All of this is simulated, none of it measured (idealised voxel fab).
process module | voxel gate over fins
cross-section cut | 145 nm wide | cells 5 nm
A cross-section is a grid of square cells, given in bands from the top down. A band is one or more rows of cells.
Each band's line starts with the height of the band's top and of its bottom, in nm. Then come its materials from left to right, each with its width in nm. One material with "throughout" fills the band from edge to edge. "air" is empty space.
Height 0 is the level under which the wafer as received is all one material. The lowest band goes on downwards, as in "0 down".
A width such as "30 to 40" changes by the same amount from each row of cells to the next, from the band's top row to its bottom row.
"no change" after a step means that no cell of the cross-section changed.
closed voids: empty space of 8 cells or more with no open way to the top, each as width x height at its distance from the left edge, in nm
after a step's settings: what the simulator itself notes on the step
overlay nm, on a step with a mask: how far to the right of its planned place the mask lay; to the left if negative
plan
1 op RECEIVE | material Si
2 op CONFORMAL_DEP | material SiN | thk nm 10
3 op PATTERN | tone cover | mask id FINS | material resist | width nm 15 | pitch nm 35 | thk nm 15 | overlay nm 0
4 op DIRECTIONAL_ETCH | etch materials SiN | depth nm 10
5 op DIRECTIONAL_ETCH | etch materials Si | depth nm 40
6 op STRIP | etch materials resist
7 op FILL_DEP | material SiO2 | thk nm 5
8 op CMP | height nm 10
9 op SELECTIVE_ETCH | etch materials SiO2 | depth nm 25
10 op STRIP | etch materials SiN
11 op CONFORMAL_DEP | material HfO2 | thk nm 5
12 op CONFORMAL_DEP | material TiN | thk nm 5
13 op CONFORMAL_DEP | material TiAl | thk nm 5
14 op CONFORMAL_DEP | material TiN | thk nm 5
15 op FILL_DEP | material W | thk nm 10
16 op CMP | height nm 25
17 op CONFORMAL_DEP | material SiCN | thk nm 5
first wafer, as planned
as received, after step 1
  0 down: Si throughout
  closed voids: none
after step 2
  10 to 0: SiN throughout
  below 0: unchanged
after step 3
  25 to 10: air 45 | resist 15 | air 20 | resist 15 | air 50
  below 10: unchanged
after step 4
  25 to 10: air 45 | resist 15 | air 20 | resist 15 | air 50
  10 to 0: air 45 | SiN 15 | air 20 | SiN 15 | air 50
  below 0: unchanged
after step 5
  25 to 10: air 45 | resist 15 | air 20 | resist 15 | air 50
  10 to 0: air 45 | SiN 15 | air 20 | SiN 15 | air 50
  0 to -40: air 45 | Si 15 | air 20 | Si 15 | air 50
  below -40: unchanged
after step 6
  10 to 0: air 45 | SiN 15 | air 20 | SiN 15 | air 50
  below 0: unchanged
after step 7
  15 to 10: SiO2 throughout
  10 to 0: SiO2 45 | SiN 15 | SiO2 20 | SiN 15 | SiO2 50
  0 to -40: SiO2 45 | Si 15 | SiO2 20 | Si 15 | SiO2 50
  below -40: unchanged
after step 8
  10 to 0: SiO2 45 | SiN 15 | SiO2 20 | SiN 15 | SiO2 50
  below 0: unchanged
after step 9
  10 to 0: air 45 | SiN 15 | air 20 | SiN 15 | air 50
  0 to -15: air 45 | Si 15 | air 20 | Si 15 | air 50
  below -15: unchanged
after step 10
  0 to -15: air 45 | Si 15 | air 20 | Si 15 | air 50
  below -15: unchanged
after step 11
  5 to 0: air 40 | HfO2 25 | air 10 | HfO2 25 | air 45
  0 to -10: air 40 | HfO2 5 | Si 15 | HfO2 5 | air 10 | HfO2 5 | Si 15 | HfO2 5 | air 45
  -10 to -15: HfO2 45 | Si 15 | HfO2 20 | Si 15 | HfO2 50
  below -15: unchanged
after step 12
  10 to 5: air 35 | TiN 70 | air 40
  5 to 0: air 35 | TiN 5 | HfO2 25 | TiN 10 | HfO2 25 | TiN 5 | air 40
  0 to -5: air 35 | TiN 5 | HfO2 5 | Si 15 | HfO2 5 | TiN 10 | HfO2 5 | Si 15 | HfO2 5 | TiN 5 | air 40
  -5 to -10: TiN 40 | HfO2 5 | Si 15 | HfO2 5 | TiN 10 | HfO2 5 | Si 15 | HfO2 5 | TiN 45
  below -10: unchanged
after step 13
  15 to 10: air 30 | TiAl 80 | air 35
  10 to 5: air 30 | TiAl 5 | TiN 70 | TiAl 5 | air 35
  5 to 0: air 30 | TiAl 5 | TiN 5 | HfO2 25 | TiN 10 | HfO2 25 | TiN 5 | TiAl 5 | air 35
  0 to -5: TiAl 35 | TiN 5 | HfO2 5 | Si 15 | HfO2 5 | TiN 10 | HfO2 5 | Si 15 | HfO2 5 | TiN 5 | TiAl 40
  below -5: unchanged
after step 14
  20 to 15: air 25 | TiN 90 | air 30
  15 to 10: air 25 | TiN 5 | TiAl 80 | TiN 5 | air 30
  10 to 5: air 25 | TiN 5 | TiAl 5 | TiN 70 | TiAl 5 | TiN 5 | air 30
  5 to 0: TiN 30 | TiAl 5 | TiN 5 | HfO2 25 | TiN 10 | HfO2 25 | TiN 5 | TiAl 5 | TiN 35
  below 0: unchanged
after step 15
  30 to 20: W throughout
  20 to 15: W 25 | TiN 90 | W 30
  15 to 10: W 25 | TiN 5 | TiAl 80 | TiN 5 | W 30
  10 to 5: W 25 | TiN 5 | TiAl 5 | TiN 70 | TiAl 5 | TiN 5 | W 30
  below 5: unchanged
after step 16
  25 to 20: W throughout
  below 20: unchanged
after step 17
  30 to 25: SiCN throughout
  below 25: unchanged
second wafer: like start, like plan, one mistake. Through step 15 it matches the first wafer
when step 16 should have ended
  15 to 10: W 25 | TiN 5 | TiAl 80 | TiN 5 | W 30
  below 10: unchanged
when step 17 should have ended
  20 to 15: SiCN throughout
  below 15: unchanged
what went wrong: step 16 ran as: op CMP | height nm 15
at the end the second wafer has, in cells: 18 fewer of TiN | 40 fewer of W
